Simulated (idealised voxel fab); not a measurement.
The process module presented herein is designated voxel transistor to metal.
Cross-section cut: width 200 nm, square cells of 5 nm.
Each cross-section below is a grid of square cells, stated as bands in top-down order, with one or more rows of cells making up each band. Band: top height; bottom height; in nm. Then, left to right: material with width in nm, for each material. "edge to edge": a single material spanning edge to edge. "blank": empty space. Heights are expressed relative to 0, this being the level below which the as-received wafer comprises one material exclusively. The lowest band is unbounded in the downward direction and is denoted as in "0 nm and below". Graded width ("30..40"): value in top row of band = first number; value in bottom row = second number; row-to-row change constant. Take "nothing got changed" at face value: in the step it is given for, the cross-section changed in none of its cells. If an empty space has no open way to the top and is at least 8 cells in size, "Voids, sealed" lists it, written width x height at distance, where distance is measured from the left edge and every value is in nm. Anything after a step's settings on that line? It's the simulator's own note about the step. The setting "overlay nm" may be written on the line of a step. When the step uses a mask, the value reports how far to the right of the planned place the mask lay, and a negative value reports that it lay to the left.
## The process steps that were planned are listed below
1 RECEIVE with material Si
2 CONFORMAL_DEP with material SiO2, thk nm 5
3 CONFORMAL_DEP with material SiN, thk nm 15
4 DIRECTIONAL_DEP with material aC, thk nm 10
5 PATTERN with tone cover, mask id ACTIVE, material resist, width nm 110, thk nm 25, overlay nm 0
6 DIRECTIONAL_ETCH with etch materials aC, depth nm 10
7 STRIP with etch materials resist
8 DIRECTIONAL_ETCH with etch materials SiN, depth nm 15
9 DIRECTIONAL_ETCH with etch materials SiO2, depth nm 5
10 DIRECTIONAL_ETCH with etch materials Si, depth nm 25
11 STRIP with etch materials aC
12 FILL_DEP with material SiO2, thk nm 10
13 CMP with height nm 20
14 SELECTIVE_ETCH with etch materials SiO2, depth nm 5
15 STRIP with etch materials SiN
16 SELECTIVE_ETCH with etch materials SiO2, depth nm 5
17 OXIDIZE with depth nm 5
18 DIRECTIONAL_DEP with material polySi, thk nm 20
19 DIRECTIONAL_DEP with material SiCN, thk nm 10
20 MASKED_ETCH with tone cover, mask id GATE, width nm 20, etch materials SiCN, depth nm 20, overlay nm 0
21 MASKED_ETCH with tone cover, mask id GATE, width nm 20, etch materials polySi, depth nm 30, overlay nm 0
22 CONFORMAL_DEP with material SiO2, thk nm 5
23 DIRECTIONAL_ETCH with etch materials SiO2, depth nm 5
24 CONFORMAL_DEP with material SiN, thk nm 5
25 DIRECTIONAL_ETCH with etch materials SiN, depth nm 5
26 DIRECTIONAL_ETCH with etch materials SiO2, depth nm 5
27 DIRECTIONAL_ETCH with etch materials Si, depth nm 5
28 EPI with material pSi, thk nm 5
29 FILL_DEP with material SiO2, thk nm 5
30 CMP with height nm 30
31 DIRECTIONAL_DEP with material SiO2, thk nm 15
32 PATTERN with tone open, mask id CONTACT, material resist, width nm 20, pitch nm 80, thk nm 20, overlay nm 0
33 DIRECTIONAL_ETCH with etch materials SiO2, depth nm 50
34 STRIP with etch materials resist
35 CONFORMAL_DEP with material TiN, thk nm 5
36 FILL_DEP with material W, thk nm 10
37 CMP with height nm 45
38 DIRECTIONAL_DEP with material TiN, thk nm 5
39 DIRECTIONAL_DEP with material Ru, thk nm 15
40 MASKED_ETCH with tone cover, mask id METAL_1, width nm 20, pitch nm 80, etch materials Ru, depth nm 15, overlay nm 0
41 MASKED_ETCH with tone cover, mask id METAL_1, width nm 20, pitch nm 80, etch materials TiN, depth nm 5, overlay nm 0
42 FILL_DEP with material lowk, thk nm 10
43 CMP with height nm 65
44 CONFORMAL_DEP with material SiCN, thk nm 5
45 DIRECTIONAL_DEP with material lowk, thk nm 35
46 PATTERN with tone open, mask id METAL_2_HOLES, material resist, width nm 15, pitch nm 80, thk nm 20, overlay nm 0
47 DIRECTIONAL_ETCH with etch materials lowk, depth nm 35
48 STRIP with etch materials resist
49 PATTERN with tone open, mask id METAL_2, material resist, width nm 20, pitch nm 80, thk nm 20, overlay nm 0
50 DIRECTIONAL_ETCH with etch materials lowk, depth nm 20
51 DIRECTIONAL_ETCH with etch materials SiCN, depth nm 5
52 STRIP with etch materials resist
53 CONFORMAL_DEP with material TiN, thk nm 5
54 FILL_DEP with material Ru, thk nm 10
55 CMP with height nm 105
56 CONFORMAL_DEP with material SiCN, thk nm 5
## Cross-section of the incoming wafer, state after step 1
* 0 nm and below | Si edge to edge
* Voids, sealed: none
## Result of the module, cross-sectioned: start per above, plan per above, one error in how it was run
* 110 nm to 105 nm | SiCN edge to edge
* 105 nm to 90 nm | lowk 50, then TiN 5, then Ru 10, then TiN 5, then lowk 60, then TiN 5, then Ru 10, then TiN 5, then lowk 50
* 90 nm to 85 nm | lowk 50, then TiN 5, then Ru 5, then TiN 10, then lowk 60, then TiN 5, then Ru 5, then TiN 10, then lowk 50
* 85 nm to 70 nm | lowk 50, then TiN 5, then Ru 5, then TiN 5, then lowk 65, then TiN 5, then Ru 5, then TiN 5, then lowk 55
* 70 nm to 65 nm | SiCN 50, then TiN 15, then SiCN 65, then TiN 15, then SiCN 55
* 65 nm to 50 nm | lowk 50, then Ru 20, then lowk 60, then Ru 20, then lowk 50
* 50 nm to 45 nm | lowk 50, then TiN 20, then lowk 60, then TiN 20, then lowk 50
* 45 nm to 30 nm | SiO2 50, then TiN 5, then W 10, then TiN 5, then SiO2 60, then TiN 5, then W 10, then TiN 5, then SiO2 50
* 30 nm to 20 nm | SiO2 50, then TiN 5, then W 10, then TiN 5, then SiO2 10, then SiN 5, then SiO2 5, then SiCN 20, then SiO2 5, then SiN 5, then SiO2 10, then TiN 5, then W 10, then TiN 5, then SiO2 50
* 20 nm to 10 nm | SiO2 50, then TiN 5, then W 10, then TiN 5, then SiO2 10, then SiN 5, then SiO2 5, then polySi 20, then SiO2 5, then SiN 5, then SiO2 10, then TiN 5, then W 10, then TiN 5, then SiO2 50
* 10 nm to 0 nm | SiO2 45, then SiN 5, then TiN 5..10, then W 10..5, then TiN 5, then SiO2 10, then SiN 5, then SiO2 5, then polySi 20, then SiO2 5, then SiN 5, then SiO2 10, then TiN 5, then W 10..5, then TiN 5..10, then SiN 5, then SiO2 45
* 0 nm to -5 nm | SiO2 50, then pSi 5, then TiN 15, then SiO2 5, then pSi 5, then SiO2 40, then pSi 5, then SiO2 5, then TiN 15, then pSi 5, then SiO2 50
* -5 nm to -10 nm | SiO2 45, then Si 5, then pSi 30, then Si 40, then pSi 30, then Si 5, then SiO2 45
* -10 nm to -50 nm | SiO2 45, then Si 110, then SiO2 45
* -50 nm and below | Si edge to edge
* Voids, sealed: none
Which mistake was made when the wafer was run? the plan had its step 10 run twice
